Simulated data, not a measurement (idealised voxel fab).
Process module heading - voxel double patterning
The width of the displayed cross-section, cut, is 230 nm; its cells are square, with a size of 5 nm.
For the purposes of this document, a cross-section shall be understood as a grid of square cells, specified as bands listed in top-to-bottom order, each band consisting of one or more rows of cells.
What a band's entry tells you: where the top is and where the bottom is, as heights in nm, and after that what lies inside, material by material from left to right, each with its width in nm. Empty space is written as the word "blank", and a single material marked with the word "throughout" occupies the band from edge to edge.
Beneath 0, the wafer as received is one material, and that level is where height counting begins. The lowest band goes on downward without a bottom; it is written like "from 0 down".
Per-row width for "30..40": begins at first number (top row of band), ends at second number (bottom row), increment between rows held constant.
"left unchanged" means the step left every cell of the cross-section as it was.
The label "Cavities, sealed" introduces a list of the empty spaces, 8 cells or larger, that have no open way up to the top; each entry in it reads width x height at distance, where the distance is taken from the left edge and all three are stated in nm.
What comes after the settings on a step's line is commentary from the simulator itself on that step.
overlay nm: step with mask; distance mask lay right of planned place; negative value = left of planned place.

-- Planned process steps
1,RECEIVE | material Si
2,CONFORMAL_DEP | material SiO2 | thk nm 5
3,DIRECTIONAL_DEP | material TiN | thk nm 10
4,DIRECTIONAL_DEP | material SiCN | thk nm 5
5,DIRECTIONAL_DEP | material aC | thk nm 15
6,PATTERN | tone open | mask id FIRST | material resist | width nm 15 | pitch nm 50 | thk nm 30 | overlay nm 0
7,DIRECTIONAL_ETCH | etch materials aC | depth nm 15
8,STRIP | etch materials resist
9,DIRECTIONAL_ETCH | etch materials SiCN | depth nm 5
10,STRIP | etch materials aC
11,MASKED_ETCH | tone open | mask id SECOND | width nm 15 | etch materials SiCN | depth nm 5 | overlay nm 0
12,DIRECTIONAL_ETCH | etch materials TiN | depth nm 10
13,STRIP | etch materials SiCN

-- The first of two wafers, run as planned

-- Cross-section of the incoming wafer, state after step 1
* from 0 down: Si throughout
* Cavities, sealed: none

-- Step 2 done - wafer cross-section
* from 5 to 0: SiO2 throughout
* Below 0, no change.

-- Step 3 done - wafer cross-section
* from 15 to 5: TiN throughout
* Below 5, no change.

-- Step 4 done - wafer cross-section
* from 20 to 15: SiCN throughout
* Below 15, no change.

-- Step 5 done - wafer cross-section
* from 35 to 20: aC throughout
* Below 20, no change.

-- Step 6 done - wafer cross-section
* from 65 to 35: resist (80), then blank (15), then resist (35), then blank (15), then resist (85)
* Below 35, no change.

-- Step 7 done - wafer cross-section
* from 50 to 35: resist (80), then blank (15), then resist (35), then blank (15), then resist (85)
* from 35 to 20: aC (80), then blank (15), then aC (35), then blank (15), then aC (85)
* Below 20, no change.

-- Step 8 done - wafer cross-section
* from 35 to 20: aC (80), then blank (15), then aC (35), then blank (15), then aC (85)
* Below 20, no change.

-- Step 9 done - wafer cross-section
* from 35 to 20: aC (80), then blank (15), then aC (35), then blank (15), then aC (85)
* from 20 to 15: SiCN (80), then blank (15), then SiCN (35), then blank (15), then SiCN (85)
* Below 15, no change.

-- Step 10 done - wafer cross-section
* from 20 to 15: SiCN (80), then blank (15), then SiCN (35), then blank (15), then SiCN (85)
* Below 15, no change.

-- Step 11 done - wafer cross-section
* from 20 to 15: SiCN (80), then blank (15), then SiCN (10), then blank (15), then SiCN (10), then blank (15), then SiCN (85)
* Below 15, no change.

-- Step 12 done - wafer cross-section
* from 20 to 15: SiCN (80), then blank (15), then SiCN (10), then blank (15), then SiCN (10), then blank (15), then SiCN (85)
* from 15 to 5: TiN (80), then blank (15), then TiN (10), then blank (15), then TiN (10), then blank (15), then TiN (85)
* Below 5, no change.

-- Step 13 done - wafer cross-section
* from 15 to 5: TiN (80), then blank (15), then TiN (10), then blank (15), then TiN (10), then blank (15), then TiN (85)
* Below 5, no change.

-- Second wafer: same start and same plan as the first, one execution error; identical to the first through step 11

-- Cross-section of the second wafer at the time by which step 12 should have been completed according to the plan
* from 20 to 15: SiCN (80), then blank (15), then SiCN (10), then blank (15), then SiCN (10), then blank (15), then SiCN (85)
* from 15 to 5: TiN (80), then blank (15), then TiN (10), then blank (15), then TiN (10), then blank (15), then TiN (85)
* Below 5, no change.

-- Cross-section of the second wafer at the time by which step 13 should have been completed according to the plan
* from 15 to 5: TiN (80), then blank (15), then TiN (10), then blank (15), then TiN (10), then blank (15), then TiN (85)
* Below 5, no change.
Misprocessing identified: plan step 12 was conducted twice
If you compare the two wafers at the end, their cross-sections are the same, so as far as this model is concerned the mistake changes nothing.
